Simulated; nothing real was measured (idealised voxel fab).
process module | voxel quadruple lines
cross-section cut | 285 nm wide | cells 5 nm
A cross-section is a grid of square cells, given in bands from the top down. A band is one or more rows of cells.
Each band's line starts with the height of the band's top and of its bottom, in nm. Then come its materials from left to right, each with its width in nm. One material with "throughout" fills the band from edge to edge. "air" is empty space.
Height 0 is the level under which the wafer as received is all one material. The lowest band goes on downwards, as in "0 down".
A width such as "30 to 40" changes by the same amount from each row of cells to the next, from the band's top row to its bottom row.
"no change" after a step means that no cell of the cross-section changed.
closed voids: empty space of 8 cells or more with no open way to the top, each as width x height at its distance from the left edge, in nm
after a step's settings: what the simulator itself notes on the step
overlay nm, on a step with a mask: how far to the right of its planned place the mask lay; to the left if negative
plan
1 op RECEIVE | material Si
2 op CONFORMAL_DEP | material Al2O3 | thk nm 10
3 op DIRECTIONAL_DEP | material W | thk nm 10
4 op DIRECTIONAL_DEP | material polySi | thk nm 20
5 op DIRECTIONAL_DEP | material aC | thk nm 25
6 op PATTERN | tone cover | mask id MANDREL | material resist | width nm 30 | pitch nm 80 | thk nm 35 | overlay nm 0
7 op DIRECTIONAL_ETCH | etch materials aC | depth nm 25
8 op STRIP | etch materials resist
9 op CONFORMAL_DEP | material SiO2 | thk nm 10
10 op DIRECTIONAL_ETCH | etch materials SiO2 | depth nm 10
11 op STRIP | etch materials aC
12 op DIRECTIONAL_ETCH | etch materials polySi | depth nm 20
13 op STRIP | etch materials SiO2
14 op CONFORMAL_DEP | material SiCN | thk nm 10
15 op DIRECTIONAL_ETCH | etch materials SiCN | depth nm 10
16 op STRIP | etch materials polySi
17 op DIRECTIONAL_ETCH | etch materials W | depth nm 10
18 op STRIP | etch materials SiCN
as received, after step 1
  0 down: Si throughout
  closed voids: none
first wafer at the end, as planned
  20 to 10: air 65 | W 10 | air 10 | W 10 | air 10 | W 10 | air 10 | W 10 | air 10 | W 10 | air 10 | W 10 | air 10 | W 10 | air 10 | W 10 | air 70
  10 to 0: Al2O3 throughout
  0 down: Si throughout
  closed voids: none
second wafer at the end: like start, like plan, one mistake
  65 to 40: Al2O3 throughout
  40 to 20: polySi throughout
  20 to 10: W throughout
  10 to 0: Al2O3 throughout
  0 down: Si throughout
  closed voids: none
what went wrong: step 5 ran as: op DIRECTIONAL_DEP | material Al2O3 | thk nm 25
at the end the second wafer has, in cells: 285 more of Al2O3 | 82 more of W | 228 more of polySi
